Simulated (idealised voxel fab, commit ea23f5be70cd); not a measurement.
process module | voxel capacitor over wiring
cross-section cut | 225 nm wide | cells 5 nm
A cross-section is a grid of square cells, given in bands from the top down. A band is one or more rows of cells.
Each band's line starts with the height of the band's top and of its bottom, in nm. Then come its materials from left to right, each with its width in nm. One material with "throughout" fills the band from edge to edge. "air" is empty space.
Height 0 is the level under which the wafer as received is all one material. The lowest band goes on downwards, as in "0 down".
A width such as "30 to 40" changes by the same amount from each row of cells to the next, from the band's top row to its bottom row.
"no change" after a step means that no cell of the cross-section changed.
closed voids: empty space of 8 cells or more with no open way to the top, each as width x height at its distance from the left edge, in nm
after a step's settings: what the simulator itself notes on the step
overlay nm, on a step with a mask: how far to the right of its planned place the mask lay; to the left if negative
plan
1 op RECEIVE | material Si
2 op CONFORMAL_DEP | material SiO2 | thk nm 10
3 op DIRECTIONAL_DEP | material TiN | thk nm 5
4 op DIRECTIONAL_DEP | material Ru | thk nm 20
5 op PATTERN | tone cover | mask id METAL_1 | material resist | width nm 25 | pitch nm 85 | thk nm 15 | overlay nm 0
6 op DIRECTIONAL_ETCH | etch materials Ru | depth nm 20
7 op DIRECTIONAL_ETCH | etch materials TiN | depth nm 5
8 op STRIP | etch materials resist
9 op CONFORMAL_DEP | material SiN | thk nm 5
10 op FILL_DEP | material SiO2 | thk nm 5
11 op CMP | height nm 35
12 op CONFORMAL_DEP | material SiCN | thk nm 5
13 op DIRECTIONAL_DEP | material lowk | thk nm 20
14 op DIRECTIONAL_DEP | material aC | thk nm 15
15 op PATTERN | tone open | mask id PLUG_1 | material resist | width nm 15 | thk nm 30 | overlay nm 0
16 op DIRECTIONAL_ETCH | etch materials aC | depth nm 15
17 op STRIP | etch materials resist
18 op DIRECTIONAL_ETCH | etch materials lowk | depth nm 20
19 op DIRECTIONAL_ETCH | etch materials SiCN | depth nm 5
20 op STRIP | etch materials aC
21 op CONFORMAL_DEP | material TiN | thk nm 5
22 op FILL_DEP | material W | thk nm 5
23 op CMP | height nm 60
24 op DIRECTIONAL_DEP | material TiN | thk nm 10
25 op DIRECTIONAL_DEP | material SiN | thk nm 5
26 op DIRECTIONAL_DEP | material TiN | thk nm 10
27 op MASKED_ETCH | tone cover | mask id UPPER_PLATE | width nm 65 | etch materials TiN | depth nm 5 | overlay nm 0
28 op MASKED_ETCH | tone cover | mask id UPPER_PLATE | width nm 65 | etch materials SiN | depth nm 5 | overlay nm 0
29 op DIRECTIONAL_DEP | material aC | thk nm 15
30 op PATTERN | tone cover | mask id LOWER_PLATE | material resist | width nm 75 | thk nm 30 | overlay nm 0
31 op DIRECTIONAL_ETCH | etch materials aC | depth nm 15
32 op STRIP | etch materials resist
33 op DIRECTIONAL_ETCH | etch materials TiN | depth nm 10
34 op STRIP | etch materials aC
35 op FILL_DEP | material SiO2 | thk nm 15
36 op CMP | height nm 95
37 op PATTERN | tone open | mask id PLUG_2 | material resist | width nm 15 | thk nm 15 | overlay nm 0
38 op DIRECTIONAL_ETCH | etch materials SiO2 | depth nm 10
39 op STRIP | etch materials resist
40 op CONFORMAL_DEP | material TiN | thk nm 5
41 op FILL_DEP | material Cu | thk nm 10
42 op CMP | height nm 95
43 op CONFORMAL_DEP | material SiCN | thk nm 5
varied across the wafers: depth nm of step 27. The plan shows the first wafer's value. All wafers start alike
first wafer as received, after step 1
  0 down: Si throughout
  closed voids: none
first wafer at the end, after step 43
  100 to 95: SiCN throughout
  95 to 90: SiO2 75 | TiN 5 | Cu 5 | TiN 5 | SiO2 135
  90 to 80: SiO2 75 to 65 | TiN 15 to 65 | SiO2 135 to 95
  80 to 75: SiO2 60 | TiN 75 | SiO2 90
  75 to 70: SiN throughout
  70 to 60: TiN throughout
  60 to 40: lowk 65 | TiN 5 | W 5 | TiN 5 | lowk 145
  40 to 35: SiCN 65 | TiN 15 | SiCN 145
  35 to 15: SiO2 50 | SiN 5 | Ru 25 | SiN 5 | SiO2 50 | SiN 5 | Ru 25 | SiN 5 | SiO2 55
  15 to 10: SiN 55 | TiN 25 | SiN 60 | TiN 25 | SiN 60
  10 to 0: SiO2 throughout
  0 down: Si throughout
  closed voids: none
last wafer at the end
  100 to 95: SiCN throughout
  95 to 90: SiO2 75 | TiN 5 | Cu 5 | TiN 5 | SiO2 135
  90 to 85: SiO2 75 | TiN 15 | SiO2 135
  85 to 75: SiO2 65 | TiN 65 | SiO2 95
  75 to 70: SiO2 65 | SiN 65 | SiO2 95
  70 to 60: SiO2 60 | TiN 75 | SiO2 90
  60 to 40: lowk 65 | TiN 5 | W 5 | TiN 5 | lowk 145
  40 to 35: SiCN 65 | TiN 15 | SiCN 145
  35 to 15: SiO2 50 | SiN 5 | Ru 25 | SiN 5 | SiO2 50 | SiN 5 | Ru 25 | SiN 5 | SiO2 55
  15 to 10: SiN 55 | TiN 25 | SiN 60 | TiN 25 | SiN 60
  10 to 0: SiO2 throughout
  0 down: Si throughout
  closed voids: none
each wafer at the end: cells of each material gained (+) or lost (-) since it was received, then its closed voids
depth nm 5 | +1 Cu | +40 Ru | +87 SiCN | +96 SiN | +360 SiO2 | +144 TiN | +4 W | +168 lowk | closed voids: none
depth nm 10 | +1 Cu | +40 Ru | +87 SiCN | +64 SiN | +454 SiO2 | +82 TiN | +4 W | +168 lowk | closed voids: none
depth nm 15 | +1 Cu | +40 Ru | +87 SiCN | +64 SiN | +454 SiO2 | +82 TiN | +4 W | +168 lowk | closed voids: none
depth nm 20 | +1 Cu | +40 Ru | +87 SiCN | +64 SiN | +454 SiO2 | +82 TiN | +4 W | +168 lowk | closed voids: none
depth nm 25 | +1 Cu | +40 Ru | +87 SiCN | +64 SiN | +454 SiO2 | +82 TiN | +4 W | +168 lowk | closed voids: none
